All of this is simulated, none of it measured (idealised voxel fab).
Proc. module: voxel transistor to metal
The width of the displayed cross-section, cut, is 160 nm; its cells are square, with a size of 5 nm.
Think of the cross-section as a grid of square cells. We describe it in bands, top to bottom, and each band covers one or more rows of those cells.
The entry gives the band's vertical extent as a top height and a bottom height in nm, then its horizontal make-up as materials from left to right, each with a width in nm. "blank" stands for empty space; a single material marked "everywhere" fills the band edge to edge.
Note: height 0 marks the level under which the wafer is uniformly one material as received. Lowest band unbounded below, written "0 down".
A width given as "30 to 40" starts at the first number in the band's top row and ends at the second number in its bottom row, shifting by an equal amount at every step from row to row.
What does "left unchanged" mean for a step? It means no cell of the cross-section changed in that step.
"Enclosed internal voids" specifies each empty space that is not open to the top and that occupies no fewer than 8 cells, using the form width x height at distance, the distance measured from the left edge and all three quantities in nm.
On each step's line, the part that comes after the settings is the simulator's own comment on the step.
What "overlay nm" on a step's line means: if the step has a mask, that mask lay this far to the right of its planned place, or, when the value is negative, to the left.

### This section lists the process steps that were planned
1. RECEIVE | material Si
2. OXIDIZE | depth nm 5
3. CONFORMAL_DEP | material SiN | thk nm 10
4. MASKED_ETCH | tone cover | mask id ACTIVE | width nm 110 | etch materials SiN | depth nm 10 | overlay nm 0
5. MASKED_ETCH | tone cover | mask id ACTIVE | width nm 110 | etch materials SiO2 | depth nm 5 | overlay nm 0
6. MASKED_ETCH | tone cover | mask id ACTIVE | width nm 110 | etch materials Si | depth nm 35 | overlay nm 0
7. FILL_DEP | material SiO2 | thk nm 15
8. CMP | height nm 10
9. SELECTIVE_ETCH | etch materials SiO2 | depth nm 5
10. STRIP | etch materials SiN
11. SELECTIVE_ETCH | etch materials SiO2 | depth nm 5
12. OXIDIZE | depth nm 5
13. DIRECTIONAL_DEP | material polySi | thk nm 30
14. DIRECTIONAL_DEP | material SiCN | thk nm 15
15. DIRECTIONAL_DEP | material aC | thk nm 15
16. PATTERN | tone cover | mask id GATE | material resist | width nm 20 | thk nm 30 | overlay nm 0
17. DIRECTIONAL_ETCH | etch materials aC | depth nm 15
18. STRIP | etch materials resist
19. DIRECTIONAL_ETCH | etch materials SiCN | depth nm 25
20. DIRECTIONAL_ETCH | etch materials polySi | depth nm 40
21. STRIP | etch materials aC
22. CONFORMAL_DEP | material SiO2 | thk nm 5
23. DIRECTIONAL_ETCH | etch materials SiO2 | depth nm 5
24. CONFORMAL_DEP | material SiN | thk nm 5
25. DIRECTIONAL_ETCH | etch materials SiN | depth nm 5
26. DIRECTIONAL_ETCH | etch materials SiO2 | depth nm 5
27. DIRECTIONAL_ETCH | etch materials Si | depth nm 10
28. EPI | material SiGe | thk nm 15
29. FILL_DEP | material SiO2 | thk nm 5
30. CMP | height nm 40
31. DIRECTIONAL_DEP | material SiO2 | thk nm 10
32. DIRECTIONAL_DEP | material aC | thk nm 10
33. PATTERN | tone open | mask id CONTACT | material resist | width nm 20 | pitch nm 70 | thk nm 30 | overlay nm 0
34. DIRECTIONAL_ETCH | etch materials aC | depth nm 10
35. STRIP | etch materials resist
36. DIRECTIONAL_ETCH | etch materials SiO2 | depth nm 45
37. STRIP | etch materials aC
38. CONFORMAL_DEP | material TiN | thk nm 5
39. FILL_DEP | material W | thk nm 10
40. CMP | height nm 50
41. CONFORMAL_DEP | material SiCN | thk nm 5
42. DIRECTIONAL_DEP | material lowk | thk nm 15
43. DIRECTIONAL_DEP | material aC | thk nm 15
44. PATTERN | tone open | mask id METAL_1 | material resist | width nm 20 | pitch nm 70 | thk nm 35 | overlay nm 0
45. DIRECTIONAL_ETCH | etch materials aC | depth nm 15
46. STRIP | etch materials resist
47. DIRECTIONAL_ETCH | etch materials lowk | depth nm 15
48. DIRECTIONAL_ETCH | etch materials SiCN | depth nm 5
49. STRIP | etch materials aC
50. CONFORMAL_DEP | material TiN | thk nm 5
51. FILL_DEP | material Cu | thk nm 5
52. CMP | height nm 70
53. CONFORMAL_DEP | material SiCN | thk nm 5
54. DIRECTIONAL_DEP | material SiO2 | thk nm 30
55. MASKED_ETCH | tone open | mask id METAL_2 | width nm 20 | pitch nm 70 | etch materials SiO2 | depth nm 20 | overlay nm 0
56. PATTERN | tone open | mask id METAL_2_HOLES | material resist | width nm 15 | pitch nm 70 | thk nm 15 | overlay nm 0
57. DIRECTIONAL_ETCH | etch materials SiO2 | depth nm 10
58. DIRECTIONAL_ETCH | etch materials SiCN | depth nm 5
59. STRIP | etch materials resist
60. CONFORMAL_DEP | material TiN | thk nm 5
61. FILL_DEP | material Cu | thk nm 5
62. CMP | height nm 105
63. CONFORMAL_DEP | material SiN | thk nm 5

### Wafer at receipt (post step 1), cross-section
  0 down | Si everywhere
  Enclosed internal voids: none

### a wafer at the end: this start, this plan, one mistake
  110 to 105 | SiN everywhere
  105 to 90 | SiO2: 35  TiN: 5  Cu: 10  TiN: 5  SiO2: 50  TiN: 5  Cu: 10  TiN: 5  SiO2: 35
  90 to 85 | SiO2: 35  TiN: 5  Cu: 5  TiN: 10  SiO2: 50  TiN: 5  Cu: 5  TiN: 10  SiO2: 35
  85 to 75 | SiO2: 35  TiN: 5  Cu: 5  TiN: 5  SiO2: 55  TiN: 5  Cu: 5  TiN: 5  SiO2: 40
  75 to 70 | SiCN: 35  TiN: 15  SiCN: 55  TiN: 15  SiCN: 40
  70 to 55 | lowk: 35  TiN: 5  Cu: 10  TiN: 5  lowk: 50  TiN: 5  Cu: 10  TiN: 5  lowk: 35
  55 to 50 | SiCN: 35  TiN: 20  SiCN: 50  TiN: 20  SiCN: 35
  50 to 40 | SiO2: 35  TiN: 5  W: 10  TiN: 5  SiO2: 50  TiN: 5  W: 10  TiN: 5  SiO2: 35
  40 to 25 | SiO2: 35  TiN: 5  W: 10  TiN: 5  SiO2: 5  SiN: 5  SiO2: 5  SiCN: 20  SiO2: 5  SiN: 5  SiO2: 5  TiN: 5  W: 10  TiN: 5  SiO2: 35
  25 to 10 | SiO2: 35  TiN: 5  W: 10  TiN: 5  SiO2: 5  SiN: 5  SiO2: 5  polySi: 20  SiO2: 5  SiN: 5  SiO2: 5  TiN: 5  W: 10  TiN: 5  SiO2: 35
  10 to 5 | SiO2: 35  TiN: 20  SiO2: 5  SiN: 5  SiO2: 5  polySi: 20  SiO2: 5  SiN: 5  SiO2: 5  TiN: 20  SiO2: 35
  5 to 0 | SiO2: 25  SiGe: 35  SiN: 5  SiO2: 5  polySi: 20  SiO2: 5  SiN: 5  SiGe: 15  SiO2: 5  SiGe: 20  SiO2: 20
  0 to -5 | SiO2: 25  SiN: 5  SiGe: 30  SiN: 5  SiO2: 5  polySi: 20  SiO2: 5  SiN: 5  SiGe: 15  SiO2: 5  SiGe: 15  SiN: 5  SiO2: 20
  -5 to -10 | SiO2: 30  SiGe: 30  SiO2: 40  SiGe: 35  SiO2: 25
  -10 to -20 | SiO2: 25  Si: 5  SiGe: 30  Si: 40  SiGe: 35  Si: 5  SiO2: 20
  -20 to -40 | SiO2: 25  Si: 115  SiO2: 20
  -40 down | Si everywhere
  Enclosed internal voids: none
It is concluded that the wafer was processed incorrectly with respect to the plan, in that step 4 was not run as planned; what actually ran was MASKED_ETCH | tone cover | mask id ACTIVE | width nm 115 | etch materials SiN | depth nm 10 | overlay nm 0
